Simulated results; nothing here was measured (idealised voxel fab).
The process module that follows is named voxel released beams.
cross-section cut | 250 nm wide | cells 5 nm
Throughout this document, each cross-section is represented as a grid of square cells and is presented as a sequence of bands enumerated from the top downward, where a band comprises one or more rows of cells. Look at the band entry: it leads with the top's height and the bottom's height in nm. Then it lists the materials left to right, with a width in nm for each. The word "throughout" on a single material says that material fills the band edge to edge. The word "empty" is empty space. Heights are measured from 0, the level below which the as-received wafer is all one material; the lowest band has no bottom and continues downward, written as in "0 down". Top row gets the first number, bottom row gets the second, and each row in between changes by the same step: that is how a band width like "30 to 40" works. Reading "no change occurred" for a step: not a cell of the cross-section changed in it. "Completely sealed voids" lists enclosed empty spaces (at least 8 cells, no open path upward to the top), each as width x height at distance from the left edge, in nm. Text after the settings on a step's line: the simulator's own remark on that step. "overlay nm" answers the question of how far to the right of plan the mask lay on a step that has a mask, and when it is negative the answer is to the left.
The process steps that were planned are listed below
1: op RECEIVE | material Si
2: op CONFORMAL_DEP | material Al2O3 | thk nm 10
3: op DIRECTIONAL_DEP | material SiO2 | thk nm 20
4: op DIRECTIONAL_DEP | material aC | thk nm 15
5: op PATTERN | tone open | mask id ANCHOR | material resist | width nm 30 | thk nm 35 | overlay nm 0
6: op DIRECTIONAL_ETCH | etch materials aC | depth nm 15
7: op STRIP | etch materials resist
8: op DIRECTIONAL_ETCH | etch materials SiO2 | depth nm 20
9: op STRIP | etch materials aC
10: op CONFORMAL_DEP | material W | thk nm 10
11: op DIRECTIONAL_DEP | material aC | thk nm 10
12: op PATTERN | tone cover | mask id BEAM | material resist | width nm 90 | thk nm 25 | overlay nm 0
13: op DIRECTIONAL_ETCH | etch materials aC | depth nm 10
14: op STRIP | etch materials resist
15: op DIRECTIONAL_ETCH | etch materials W | depth nm 10
16: op STRIP | etch materials aC
17: op STRIP | etch materials SiO2
Wafer as received: cross-section following step 1
* 0 down = Si throughout
* Completely sealed voids: none
a wafer at the end: this start, this plan, one mistake
* 30 to 20 = 75 of empty  15 of W  10 of empty  65 of W  85 of empty
* 20 to 10 = 80 of empty  30 of W  140 of empty
* 10 to 0 = Al2O3 throughout
* 0 down = Si throughout
* Completely sealed voids: none
Deviation from plan: for step 3, the planned setting was not used; the step was instead run as op DIRECTIONAL_DEP | material SiO2 | thk nm 10
